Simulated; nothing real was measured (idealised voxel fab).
Process module in this document: voxel transistor to metal
Shown is cross-section cut, with a width of 185 nm and square cells of size 5 nm.
Cross-section, as written here: a square-cell grid given band by band from the top down, where a band holds one or more rows of cells. In this notation a band is specified by the heights of its top and bottom, in that order and in nm, after which its materials appear from left to right, each paired with its width in nm. The word "edge to edge" attached to a single material means that material fills the band from edge to edge; the word "empty" stands for empty space. Convention: height 0 is the level below which the wafer, as received, is all one material. The lowest band does not terminate at the bottom but continues downward, represented as "0 -> down". Per-row width for "30->40": begins at first number (top row of band), ends at second number (bottom row), increment between rows held constant. The designation "no change", where it is given for a processing step, indicates that no cell of the cross-section was altered in the course of that step. Basically, "Unvented voids" tells you about the enclosed voids: empty spaces with no open way to the top, 8 cells or bigger, each written width x height at distance, where distance is from the left edge, all in nm. Formally, on a step line, whatever follows the settings is a remark that the simulator itself makes on the step. For masked steps, "overlay nm" on the step line gives how far right of plan the mask actually lay; a minus sign means it lay to the left.
[List of planned process steps]
1: RECEIVE,material Si
2: CONFORMAL_DEP,material SiO2,thk nm 5
3: CONFORMAL_DEP,material SiN,thk nm 10
4: MASKED_ETCH,tone cover,mask id ACTIVE,width nm 105,etch materials SiN,depth nm 10,overlay nm 0
5: MASKED_ETCH,tone cover,mask id ACTIVE,width nm 105,etch materials SiO2,depth nm 5,overlay nm 0
6: MASKED_ETCH,tone cover,mask id ACTIVE,width nm 105,etch materials Si,depth nm 20,overlay nm 0
7: OXIDIZE,depth nm 5
8: FILL_DEP,material SiO2,thk nm 5
9: CMP,height nm 15
10: SELECTIVE_ETCH,etch materials SiO2,depth nm 10
11: STRIP,etch materials SiN
12: SELECTIVE_ETCH,etch materials SiO2,depth nm 5
13: OXIDIZE,depth nm 5
14: DIRECTIONAL_DEP,material polySi,thk nm 25
15: DIRECTIONAL_DEP,material SiCN,thk nm 15
16: DIRECTIONAL_DEP,material aC,thk nm 10
17: PATTERN,tone cover,mask id GATE,material resist,width nm 15,thk nm 30,overlay nm 0
18: DIRECTIONAL_ETCH,etch materials aC,depth nm 10
19: STRIP,etch materials resist
20: DIRECTIONAL_ETCH,etch materials SiCN,depth nm 25
21: DIRECTIONAL_ETCH,etch materials polySi,depth nm 35
22: STRIP,etch materials aC
23: CONFORMAL_DEP,material SiO2,thk nm 5
24: DIRECTIONAL_ETCH,etch materials SiO2,depth nm 5
25: CONFORMAL_DEP,material SiN,thk nm 5
26: DIRECTIONAL_ETCH,etch materials SiN,depth nm 5
27: DIRECTIONAL_ETCH,etch materials SiO2,depth nm 5
28: DIRECTIONAL_ETCH,etch materials Si,depth nm 5
29: EPI,material pSi,thk nm 10
30: FILL_DEP,material SiO2,thk nm 10
31: CMP,height nm 40
32: DIRECTIONAL_DEP,material SiO2,thk nm 10
33: PATTERN,tone open,mask id CONTACT,material resist,width nm 20,pitch nm 75,thk nm 15,overlay nm 0
34: DIRECTIONAL_ETCH,etch materials SiO2,depth nm 50
35: STRIP,etch materials resist
36: CONFORMAL_DEP,material TiN,thk nm 5
37: FILL_DEP,material W,thk nm 10
38: CMP,height nm 50
39: DIRECTIONAL_DEP,material TiN,thk nm 5
40: DIRECTIONAL_DEP,material Ru,thk nm 25
41: DIRECTIONAL_DEP,material aC,thk nm 10
42: PATTERN,tone cover,mask id METAL_1,material resist,width nm 20,pitch nm 75,thk nm 30,overlay nm 0
43: DIRECTIONAL_ETCH,etch materials aC,depth nm 10
44: STRIP,etch materials resist
45: DIRECTIONAL_ETCH,etch materials Ru,depth nm 25
46: DIRECTIONAL_ETCH,etch materials TiN,depth nm 5
47: STRIP,etch materials aC
48: CONFORMAL_DEP,material SiN,thk nm 5
49: FILL_DEP,material lowk,thk nm 5
50: CMP,height nm 80
51: CONFORMAL_DEP,material SiCN,thk nm 5
[Cross-section of the wafer upon arrival, representing the state reached after step 1]
    0 -> down: Si edge to edge
    Unvented voids: none
[first wafer at the end, as planned]
    85 -> 80: SiCN edge to edge
    80 -> 55: lowk 40, then SiN 5, then Ru 20, then SiN 5, then lowk 45, then SiN 5, then Ru 20, then SiN 5, then lowk 40
    55 -> 50: SiN 45, then TiN 20, then SiN 55, then TiN 20, then SiN 45
    50 -> 40: SiO2 45, then TiN 5, then W 10, then TiN 5, then SiO2 55, then TiN 5, then W 10, then TiN 5, then SiO2 45
    40 -> 25: SiO2 45, then TiN 5, then W 10, then TiN 5, then SiO2 10, then SiN 5, then SiO2 5, then SiCN 15, then SiO2 5, then SiN 5, then SiO2 10, then TiN 5, then W 10, then TiN 5, then SiO2 45
    25 -> 5: SiO2 45, then TiN 5, then W 10, then TiN 5, then SiO2 10, then SiN 5, then SiO2 5, then polySi 15, then SiO2 5, then SiN 5, then SiO2 10, then TiN 5, then W 10, then TiN 5, then SiO2 45
    5 -> 0: SiO2 45, then TiN 20, then pSi 10, then SiN 5, then SiO2 5, then polySi 15, then SiO2 5, then SiN 5, then pSi 10, then TiN 20, then SiO2 45
    0 -> -5: SiO2 40, then pSi 35, then SiO2 35, then pSi 35, then SiO2 40
    -5 -> -10: SiO2 45, then pSi 30, then Si 35, then pSi 30, then SiO2 45
    -10 -> -25: SiO2 45, then Si 95, then SiO2 45
    -25 -> down: Si edge to edge
    Unvented voids: none
[Presented here is a cross-section of the second of the two wafers as it stood at the end of the module. It was started in the same manner and assigned the same plan as the first wafer; however, one mistake was made in its execution]
    85 -> 80: SiCN edge to edge
    80 -> 65: lowk 40, then SiN 5, then Ru 20, then SiN 5, then lowk 45, then SiN 5, then Ru 20, then SiN 5, then lowk 40
    65 -> 60: SiN 45, then TiN 20, then SiN 55, then TiN 20, then SiN 45
    60 -> 55: W edge to edge
    55 -> 50: TiN 50, then W 10, then TiN 65, then W 10, then TiN 50
    50 -> 40: SiO2 45, then TiN 5, then W 10, then TiN 5, then SiO2 55, then TiN 5, then W 10, then TiN 5, then SiO2 45
    40 -> 25: SiO2 45, then TiN 5, then W 10, then TiN 5, then SiO2 10, then SiN 5, then SiO2 5, then SiCN 15, then SiO2 5, then SiN 5, then SiO2 10, then TiN 5, then W 10, then TiN 5, then SiO2 45
    25 -> 5: SiO2 45, then TiN 5, then W 10, then TiN 5, then SiO2 10, then SiN 5, then SiO2 5, then polySi 15, then SiO2 5, then SiN 5, then SiO2 10, then TiN 5, then W 10, then TiN 5, then SiO2 45
    5 -> 0: SiO2 45, then TiN 20, then pSi 10, then SiN 5, then SiO2 5, then polySi 15, then SiO2 5, then SiN 5, then pSi 10, then TiN 20, then SiO2 45
    0 -> -5: SiO2 40, then pSi 35, then SiO2 35, then pSi 35, then SiO2 40
    -5 -> -10: SiO2 45, then pSi 30, then Si 35, then pSi 30, then SiO2 45
    -10 -> -25: SiO2 45, then Si 95, then SiO2 45
    -25 -> down: Si edge to edge
    Unvented voids: none
What broke from the plan during processing? step 38 did not use the planned setting and instead ran as CMP,height nm 60
Heads up, by the end the second wafer has more or fewer cells of some materials compared to the first: Ru -16 | SiN -8 | TiN +33 | W +41 | lowk -50
